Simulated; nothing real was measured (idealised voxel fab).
Documented hereafter: the process module known as voxel gate over fins.
Displayed cross-section: cut, width of 250 nm, square cells sized 5 nm.
Just so we're on the same page, the cross-sections are grids of square cells, and they're listed out in bands top to bottom, each band one or more rows deep. Per band: top height and bottom height in nm, followed by the left-to-right materials and their widths in nm; "everywhere" marks a single material spanning edge to edge, "air" marks empty space. Heights from 0 (as-received wafer is one material below). Bottom band endless downward, as "0 -> down". The expression "30..40" gives the width at the extremes of the band, the first number at its top row of cells and the second at its bottom row, with the width changing by equal amounts from each row to the next in between. The designation "nothing altered", where it is given for a processing step, indicates that no cell of the cross-section was altered in the course of that step. Look at "Closed internal cavities" for the closed voids: empty spaces with no open path to the top, sized 8 cells or up. Each is width x height at distance, distance from the left edge, all nm. Heads up: the bit after the settings on a step's line is the simulator's remark on that step. A step line may carry the setting "overlay nm", which, for steps involving a mask, states the distance by which the mask lay to the right of its intended position; negative values denote displacement to the left.
### These are the steps we planned for the process
1) op RECEIVE | material Si
2) op CONFORMAL_DEP | material SiN | thk nm 10
3) op DIRECTIONAL_DEP | material aC | thk nm 15
4) op PATTERN | tone cover | mask id FINS | material resist | width nm 15 | pitch nm 35 | thk nm 30 | overlay nm 0
5) op DIRECTIONAL_ETCH | etch materials aC | depth nm 15
6) op STRIP | etch materials resist
7) op DIRECTIONAL_ETCH | etch materials SiN | depth nm 10
8) op DIRECTIONAL_ETCH | etch materials Si | depth nm 40
9) op STRIP | etch materials aC
10) op FILL_DEP | material SiO2 | thk nm 15
11) op CMP | height nm 10
12) op SELECTIVE_ETCH | etch materials SiO2 | depth nm 25
13) op STRIP | etch materials SiN
14) op CONFORMAL_DEP | material HfO2 | thk nm 5
15) op CONFORMAL_DEP | material TiN | thk nm 5
16) op CONFORMAL_DEP | material TiAl | thk nm 5
17) op CONFORMAL_DEP | material TiN | thk nm 5
18) op FILL_DEP | material W | thk nm 15
19) op CMP | height nm 30
20) op CONFORMAL_DEP | material SiN | thk nm 5
### Cross-section: wafer on arrival = after step 1
0 -> down = Si everywhere
Closed internal cavities: none
### End-of-module cross-section of the first of two wafers, processed as planned
35 -> 30 = SiN everywhere
30 -> 20 = W everywhere
20 -> 15 = W 80, TiN 90, W 80
15 -> 10 = W 80, TiN 5, TiAl 80, TiN 5, W 80
10 -> 5 = W 80, TiN 5, TiAl 5, TiN 70, TiAl 5, TiN 5, W 80
5 -> 0 = TiN 85, TiAl 5, TiN 5, HfO2 25, TiN 10, HfO2 25, TiN 5, TiAl 5, TiN 85
0 -> -5 = TiAl 90, TiN 5, HfO2 5, Si 15, HfO2 5, TiN 10, HfO2 5, Si 15, HfO2 5, TiN 5, TiAl 90
-5 -> -10 = TiN 95, HfO2 5, Si 15, HfO2 5, TiN 10, HfO2 5, Si 15, HfO2 5, TiN 95
-10 -> -15 = HfO2 100, Si 15, HfO2 20, Si 15, HfO2 100
-15 -> -40 = SiO2 100, Si 15, SiO2 20, Si 15, SiO2 100
-40 -> down = Si everywhere
Closed internal cavities: none
### Cross-sectional view of the second of two wafers upon completion of the module. This wafer shared its starting condition and process plan with the first; one error was made during its execution
35 -> 30 = SiN everywhere
30 -> 20 = W everywhere
20 -> 15 = W 80, TiN 95, W 75
15 -> 10 = W 80, TiN 5, TiAl 85, TiN 5, W 75
10 -> 5 = W 80, TiN 5, TiAl 5, TiN 75, TiAl 5, TiN 5, W 75
5 -> 0 = TiN 85, TiAl 5, TiN 5, HfO2 30, TiN 5, HfO2 30, TiN 5, TiAl 5, TiN 80
0 -> -5 = TiAl 90, TiN 5, HfO2 5, Si 20, HfO2 5, TiN 5, HfO2 5, Si 20, HfO2 5, TiN 5, TiAl 85
-5 -> -10 = TiN 95, HfO2 5, Si 20, HfO2 5, TiN 5, HfO2 5, Si 20, HfO2 5, TiN 90
-10 -> -15 = HfO2 100, Si 20, HfO2 15, Si 20, HfO2 95
-15 -> -40 = SiO2 100, Si 20, SiO2 15, Si 20, SiO2 95
-40 -> down = Si everywhere
Closed internal cavities: none
Want to know what went wrong? step 4 ran with different settings than intended, the actual operation and settings being op PATTERN | tone cover | mask id FINS | material resist | width nm 20 | pitch nm 35 | thk nm 30 | overlay nm 0
Wafer comparison, final, in cells, second relative to first, materials more or fewer: Si: 16 more; SiO2: 10 fewer; TiN: 3 fewer; W: 3 fewer
